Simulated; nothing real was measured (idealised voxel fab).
A process module follows: voxel fin reveal.
For reference, the cross-section in this document is cut, with width 275 nm and square cells of 5 nm.
Notation: cross-section as square-cell grid; stated in bands, top first, going down; one or more cell rows per band. The entry gives the band's vertical extent as a top height and a bottom height in nm, then its horizontal make-up as materials from left to right, each with a width in nm. "air" stands for empty space; a single material marked "full width" fills the band edge to edge. Heights are expressed relative to 0, this being the level below which the as-received wafer comprises one material exclusively. The lowest band is unbounded in the downward direction and is denoted as in "0 -> down". A width given as "30..40" starts at the first number in the band's top row and ends at the second number in its bottom row, shifting by an equal amount at every step from row to row. "nothing different", as given for a step, is the statement that not any cell of the cross-section underwent a change during that step. If an empty space has no open way to the top and is at least 8 cells in size, "Enclosed void catalog" lists it, written width x height at distance, where distance is measured from the left edge and every value is in nm. It should be noted that, on the line of a given step, the content following the step's settings is a remark produced by the simulator itself with respect to that step. overlay nm: for a step with a mask, the amount by which the mask lay right of where it was planned; a negative amount means left of it.
[The following list gives the planned process steps]
1) op RECEIVE | material Si
2) op CONFORMAL_DEP | material SiN | thk nm 5
3) op DIRECTIONAL_DEP | material aC | thk nm 10
4) op PATTERN | tone cover | mask id FINS | material resist | width nm 15 | pitch nm 35 | thk nm 25 | overlay nm 0
5) op DIRECTIONAL_ETCH | etch materials aC | depth nm 10
6) op STRIP | etch materials resist
7) op DIRECTIONAL_ETCH | etch materials SiN | depth nm 5
8) op DIRECTIONAL_ETCH | etch materials Si | depth nm 35
9) op STRIP | etch materials aC
10) op FILL_DEP | material SiO2 | thk nm 5
11) op CMP | height nm 5
12) op SELECTIVE_ETCH | etch materials SiO2 | depth nm 15
13) op STRIP | etch materials SiN
14) op CONFORMAL_DEP | material SiO2 | thk nm 5
[First wafer, two in total, run as planned]
[As-received state of the wafer in cross-section, equivalent to post-step 1]
    0 -> down = Si full width
    Enclosed void catalog: none
[So this is the wafer cross-section right after step 2]
    5 -> 0 = SiN full width
    All layers under 0 are left as they were.
[So this is the wafer cross-section right after step 3]
    15 -> 5 = aC full width
    All layers under 5 are left as they were.
[So this is the wafer cross-section right after step 4]
    40 -> 15 = air 95 nm, resist 15 nm, air 20 nm, resist 15 nm, air 20 nm, resist 15 nm, air 95 nm
    All layers under 15 are left as they were.
[So this is the wafer cross-section right after step 5]
    30 -> 15 = air 95 nm, resist 15 nm, air 20 nm, resist 15 nm, air 20 nm, resist 15 nm, air 95 nm
    15 -> 5 = air 95 nm, aC 15 nm, air 20 nm, aC 15 nm, air 20 nm, aC 15 nm, air 95 nm
    All layers under 5 are left as they were.
[So this is the wafer cross-section right after step 6]
    15 -> 5 = air 95 nm, aC 15 nm, air 20 nm, aC 15 nm, air 20 nm, aC 15 nm, air 95 nm
    All layers under 5 are left as they were.
[So this is the wafer cross-section right after step 7]
    15 -> 5 = air 95 nm, aC 15 nm, air 20 nm, aC 15 nm, air 20 nm, aC 15 nm, air 95 nm
    5 -> 0 = air 95 nm, SiN 15 nm, air 20 nm, SiN 15 nm, air 20 nm, SiN 15 nm, air 95 nm
    All layers under 0 are left as they were.
[So this is the wafer cross-section right after step 8]
    15 -> 5 = air 95 nm, aC 15 nm, air 20 nm, aC 15 nm, air 20 nm, aC 15 nm, air 95 nm
    5 -> 0 = air 95 nm, SiN 15 nm, air 20 nm, SiN 15 nm, air 20 nm, SiN 15 nm, air 95 nm
    0 -> -35 = air 95 nm, Si 15 nm, air 20 nm, Si 15 nm, air 20 nm, Si 15 nm, air 95 nm
    All layers under -35 are left as they were.
[So this is the wafer cross-section right after step 9]
    5 -> 0 = air 95 nm, SiN 15 nm, air 20 nm, SiN 15 nm, air 20 nm, SiN 15 nm, air 95 nm
    All layers under 0 are left as they were.
[So this is the wafer cross-section right after step 10]
    10 -> 5 = SiO2 full width
    5 -> 0 = SiO2 95 nm, SiN 15 nm, SiO2 20 nm, SiN 15 nm, SiO2 20 nm, SiN 15 nm, SiO2 95 nm
    0 -> -35 = SiO2 95 nm, Si 15 nm, SiO2 20 nm, Si 15 nm, SiO2 20 nm, Si 15 nm, SiO2 95 nm
    All layers under -35 are left as they were.
[So this is the wafer cross-section right after step 11]
    5 -> 0 = SiO2 95 nm, SiN 15 nm, SiO2 20 nm, SiN 15 nm, SiO2 20 nm, SiN 15 nm, SiO2 95 nm
    All layers under 0 are left as they were.
[So this is the wafer cross-section right after step 12]
    5 -> 0 = air 95 nm, SiN 15 nm, air 20 nm, SiN 15 nm, air 20 nm, SiN 15 nm, air 95 nm
    0 -> -10 = air 95 nm, Si 15 nm, air 20 nm, Si 15 nm, air 20 nm, Si 15 nm, air 95 nm
    All layers under -10 are left as they were.
[So this is the wafer cross-section right after step 13]
    0 -> -10 = air 95 nm, Si 15 nm, air 20 nm, Si 15 nm, air 20 nm, Si 15 nm, air 95 nm
    All layers under -10 are left as they were.
[So this is the wafer cross-section right after step 14]
    5 -> 0 = air 90 nm, SiO2 25 nm, air 10 nm, SiO2 25 nm, air 10 nm, SiO2 25 nm, air 90 nm
    0 -> -5 = air 90 nm, SiO2 5 nm, Si 15 nm, SiO2 5 nm, air 10 nm, SiO2 5 nm, Si 15 nm, SiO2 5 nm, air 10 nm, SiO2 5 nm, Si 15 nm, SiO2 5 nm, air 90 nm
    -5 -> -35 = SiO2 95 nm, Si 15 nm, SiO2 20 nm, Si 15 nm, SiO2 20 nm, Si 15 nm, SiO2 95 nm
    All layers under -35 are left as they were.
[Companion wafer, the second of two: same beginning, same intended sequence, one mistake in carrying it out; through step 3 inclusive it tracks the first exactly]
[The second wafer cut through, at the time step 4 was supposed to be finished]
    40 -> 15 = air 95 nm, resist 20 nm, air 15 nm, resist 20 nm, air 15 nm, resist 20 nm, air 90 nm
    All layers under 15 are left as they were.
[The second wafer cut through, at the time step 5 was supposed to be finished]
    30 -> 15 = air 95 nm, resist 20 nm, air 15 nm, resist 20 nm, air 15 nm, resist 20 nm, air 90 nm
    15 -> 5 = air 95 nm, aC 20 nm, air 15 nm, aC 20 nm, air 15 nm, aC 20 nm, air 90 nm
    All layers under 5 are left as they were.
[The second wafer cut through, at the time step 6 was supposed to be finished]
    15 -> 5 = air 95 nm, aC 20 nm, air 15 nm, aC 20 nm, air 15 nm, aC 20 nm, air 90 nm
    All layers under 5 are left as they were.
[The second wafer cut through, at the time step 7 was supposed to be finished]
    15 -> 5 = air 95 nm, aC 20 nm, air 15 nm, aC 20 nm, air 15 nm, aC 20 nm, air 90 nm
    5 -> 0 = air 95 nm, SiN 20 nm, air 15 nm, SiN 20 nm, air 15 nm, SiN 20 nm, air 90 nm
    All layers under 0 are left as they were.
[The second wafer cut through, at the time step 8 was supposed to be finished]
    15 -> 5 = air 95 nm, aC 20 nm, air 15 nm, aC 20 nm, air 15 nm, aC 20 nm, air 90 nm
    5 -> 0 = air 95 nm, SiN 20 nm, air 15 nm, SiN 20 nm, air 15 nm, SiN 20 nm, air 90 nm
    0 -> -35 = air 95 nm, Si 20 nm, air 15 nm, Si 20 nm, air 15 nm, Si 20 nm, air 90 nm
    All layers under -35 are left as they were.
[The second wafer cut through, at the time step 9 was supposed to be finished]
    5 -> 0 = air 95 nm, SiN 20 nm, air 15 nm, SiN 20 nm, air 15 nm, SiN 20 nm, air 90 nm
    All layers under 0 are left as they were.
[The second wafer cut through, at the time step 10 was supposed to be finished]
    10 -> 5 = SiO2 full width
    5 -> 0 = SiO2 95 nm, SiN 20 nm, SiO2 15 nm, SiN 20 nm, SiO2 15 nm, SiN 20 nm, SiO2 90 nm
    0 -> -35 = SiO2 95 nm, Si 20 nm, SiO2 15 nm, Si 20 nm, SiO2 15 nm, Si 20 nm, SiO2 90 nm
    All layers under -35 are left as they were.
[The second wafer cut through, at the time step 11 was supposed to be finished]
    5 -> 0 = SiO2 95 nm, SiN 20 nm, SiO2 15 nm, SiN 20 nm, SiO2 15 nm, SiN 20 nm, SiO2 90 nm
    All layers under 0 are left as they were.
[The second wafer cut through, at the time step 12 was supposed to be finished]
    5 -> 0 = air 95 nm, SiN 20 nm, air 15 nm, SiN 20 nm, air 15 nm, SiN 20 nm, air 90 nm
    0 -> -10 = air 95 nm, Si 20 nm, air 15 nm, Si 20 nm, air 15 nm, Si 20 nm, air 90 nm
    All layers under -10 are left as they were.
[The second wafer cut through, at the time step 13 was supposed to be finished]
    0 -> -10 = air 95 nm, Si 20 nm, air 15 nm, Si 20 nm, air 15 nm, Si 20 nm, air 90 nm
    All layers under -10 are left as they were.
[The second wafer cut through, at the time step 14 was supposed to be finished]
    5 -> 0 = air 90 nm, SiO2 30 nm, air 5 nm, SiO2 30 nm, air 5 nm, SiO2 30 nm, air 85 nm
    0 -> -5 = air 90 nm, SiO2 5 nm, Si 20 nm, SiO2 5 nm, air 5 nm, SiO2 5 nm, Si 20 nm, SiO2 5 nm, air 5 nm, SiO2 5 nm, Si 20 nm, SiO2 5 nm, air 85 nm
    -5 -> -35 = SiO2 95 nm, Si 20 nm, SiO2 15 nm, Si 20 nm, SiO2 15 nm, Si 20 nm, SiO2 90 nm
    All layers under -35 are left as they were.
Misprocessing identified: step 4 did not happen as planned, as run it was op PATTERN | tone cover | mask id FINS | material resist | width nm 20 | pitch nm 35 | thk nm 25 | overlay nm 0
The final cell counts differ between the wafers, with the second having more or fewer of some materials than the first: 21 more of Si; 15 fewer of SiO2
